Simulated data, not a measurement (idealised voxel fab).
process module | voxel self aligned contacts
cross-section cut | 235 nm wide | cells 5 nm
A cross-section is a grid of square cells, given in bands from the top down. A band is one or more rows of cells.
Each band's line starts with the height of the band's top and of its bottom, in nm. Then come its materials from left to right, each with its width in nm. One material with "throughout" fills the band from edge to edge. "air" is empty space.
Height 0 is the level under which the wafer as received is all one material. The lowest band goes on downwards, as in "0 down".
A width such as "30 to 40" changes by the same amount from each row of cells to the next, from the band's top row to its bottom row.
"no change" after a step means that no cell of the cross-section changed.
closed voids: empty space of 8 cells or more with no open way to the top, each as width x height at its distance from the left edge, in nm
after a step's settings: what the simulator itself notes on the step
overlay nm, on a step with a mask: how far to the right of its planned place the mask lay; to the left if negative
plan
1 op RECEIVE | material Si
2 op CONFORMAL_DEP | material SiO2 | thk nm 5
3 op DIRECTIONAL_DEP | material polySi | thk nm 30
4 op DIRECTIONAL_DEP | material SiN | thk nm 20
5 op DIRECTIONAL_DEP | material aC | thk nm 15
6 op PATTERN | tone cover | mask id GATE | material resist | width nm 35 | pitch nm 75 | thk nm 30 | overlay nm 0
7 op DIRECTIONAL_ETCH | etch materials aC | depth nm 15
8 op STRIP | etch materials resist
9 op DIRECTIONAL_ETCH | etch materials SiN | depth nm 20
10 op DIRECTIONAL_ETCH | etch materials polySi | depth nm 30
11 op STRIP | etch materials aC
12 op CONFORMAL_DEP | material SiN | thk nm 10
13 op DIRECTIONAL_ETCH | etch materials SiN | depth nm 5
14 op FILL_DEP | material SiO2 | thk nm 20
15 op CMP | height nm 65
16 op DIRECTIONAL_DEP | material aC | thk nm 15
17 op PATTERN | tone open | mask id CONTACT | material resist | width nm 50 | pitch nm 75 | thk nm 35 | overlay nm 0
18 op DIRECTIONAL_ETCH | etch materials aC | depth nm 15
19 op STRIP | etch materials resist
20 op DIRECTIONAL_ETCH | etch materials SiO2 | depth nm 65
21 op STRIP | etch materials aC
22 op CONFORMAL_DEP | material TiN | thk nm 5
23 op FILL_DEP | material W | thk nm 10
24 op CMP | height nm 65
25 op CONFORMAL_DEP | material SiCN | thk nm 5
varied across the wafers: depth nm of step 13. The plan shows the first wafer's value. All wafers start alike
first wafer as received, after step 1
  0 down: Si throughout
  closed voids: none
first wafer at the end, after step 25
  70 to 65: SiCN throughout
  65 to 60: SiO2 55 | TiN 20 | W 10 | TiN 20 | SiO2 25 | TiN 20 | W 10 | TiN 20 | SiO2 55
  60 to 35: SiO2 15 | SiN 55 | TiN 5 | W 10 | TiN 5 | SiN 55 | TiN 5 | W 10 | TiN 5 | SiN 55 | SiO2 15
  35 to 15: SiO2 15 | SiN 10 | polySi 35 | SiN 10 | TiN 5 | W 10 | TiN 5 | SiN 10 | polySi 35 | SiN 10 | TiN 5 | W 10 | TiN 5 | SiN 10 | polySi 35 | SiN 10 | SiO2 15
  15 to 10: SiO2 15 | SiN 10 | polySi 35 | SiN 10 | TiN 20 | SiN 10 | polySi 35 | SiN 10 | TiN 20 | SiN 10 | polySi 35 | SiN 10 | SiO2 15
  10 to 5: SiN 25 | polySi 35 | SiN 40 | polySi 35 | SiN 40 | polySi 35 | SiN 25
  5 to 0: SiO2 throughout
  0 down: Si throughout
  closed voids: none
last wafer at the end
  70 to 65: SiCN throughout
  65 to 50: SiO2 55 | TiN 5 | W 40 | TiN 5 | SiO2 25 | TiN 5 | W 40 | TiN 5 | SiO2 55
  50 to 45: SiO2 55 | TiN 20 | W 10 | TiN 20 | SiO2 25 | TiN 20 | W 10 | TiN 20 | SiO2 55
  45 to 35: SiO2 15 | SiN 55 | TiN 5 | W 10 | TiN 5 | SiN 55 | TiN 5 | W 10 | TiN 5 | SiN 55 | SiO2 15
  35 to 5: SiO2 15 | SiN 10 | polySi 35 | SiN 10 | TiN 5 | W 10 | TiN 5 | SiN 10 | polySi 35 | SiN 10 | TiN 5 | W 10 | TiN 5 | SiN 10 | polySi 35 | SiN 10 | SiO2 15
  5 to 0: SiO2 70 | TiN 20 | SiO2 55 | TiN 20 | SiO2 70
  0 down: Si throughout
  closed voids: none
each wafer at the end: cells of each material gained (+) or lost (-) since it was received, then its closed voids
depth nm 5 | +47 SiCN | +251 SiN | +134 SiO2 | +60 TiN | +40 W | +126 polySi | closed voids: none
depth nm 10 | +47 SiCN | +204 SiN | +153 SiO2 | +68 TiN | +60 W | +126 polySi | closed voids: none
depth nm 15 | +47 SiCN | +171 SiN | +174 SiO2 | +68 TiN | +72 W | +126 polySi | closed voids: none
depth nm 20 | +47 SiCN | +138 SiN | +195 SiO2 | +68 TiN | +84 W | +126 polySi | closed voids: none
